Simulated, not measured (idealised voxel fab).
Module name: voxel lift off (process module)
Cross-sectional view cut (width: 285 nm; square cell size: 5 nm).
This document writes a cross-section as a grid whose cells are square, and gives it as bands, listed from the top down; one or more rows of cells form a band. Read a band's entry like this: the first values are the height of its top and the height of its bottom in nm, and what follows is the sequence of materials from left to right, each with its width in nm. Note that "air" is empty space, and that a single material marked "throughout" reaches across the band from edge to edge. Ref level 0: as-received wafer is one material below here. Bottom band extends down with no lower bound ("top 0, no bottom"). Top row gets the first number, bottom row gets the second, and each row in between changes by the same step: that is how a band width like "30->40" works. A step reported as "nothing changed" is a step in which no cell of the cross-section changed. Basically, "Closed-off voids" tells you about the enclosed voids: empty spaces with no open way to the top, 8 cells or bigger, each written width x height at distance, where distance is from the left edge, all in nm. That trailing text on a step's line, after the settings, is the simulator's own remark on the step. "overlay nm" on a masked step: distance the mask lay right of its planned place, negative for left.

SET OUT BELOW ARE THE PLANNED STEPS OF THE PROCESS
1) op RECEIVE | material Si
2) op CONFORMAL_DEP | material SiO2 | thk nm 5
3) op PATTERN | tone open | mask id LINES | material resist | width nm 15 | pitch nm 30 | thk nm 20 | overlay nm 0
4) op DIRECTIONAL_DEP | material Ru | thk nm 10
5) op STRIP | etch materials resist
6) op CONFORMAL_DEP | material SiO2 | thk nm 5

AS-RECEIVED WAFER CROSS-SECTION (AFTER STEP 1)
  top 0, no bottom: Si throughout
  Closed-off voids: none

RESULT OF THE MODULE, CROSS-SECTIONED: START PER ABOVE, PLAN PER ABOVE, ONE ERROR IN HOW IT WAS RUN
  top 20, bottom 15: SiO2 (110) / air (5) / SiO2 (25) / air (5) / SiO2 (25) / air (5) / SiO2 (110)
  top 15, bottom 10: Ru (105) / SiO2 (5) / air (5) / SiO2 (5) / Ru (15) / SiO2 (5) / air (5) / SiO2 (5) / Ru (15) / SiO2 (5) / air (5) / SiO2 (5) / Ru (105)
  top 10, bottom 5: Ru (105) / SiO2 (15) / Ru (15) / SiO2 (15) / Ru (15) / SiO2 (15) / Ru (105)
  top 5, bottom 0: SiO2 throughout
  top 0, no bottom: Si throughout
  Closed-off voids: none
The plan and the run diverged here: rather than as planned, step 3 actually ran as op PATTERN | tone cover | mask id LINES | material resist | width nm 15 | pitch nm 30 | thk nm 20 | overlay nm 0
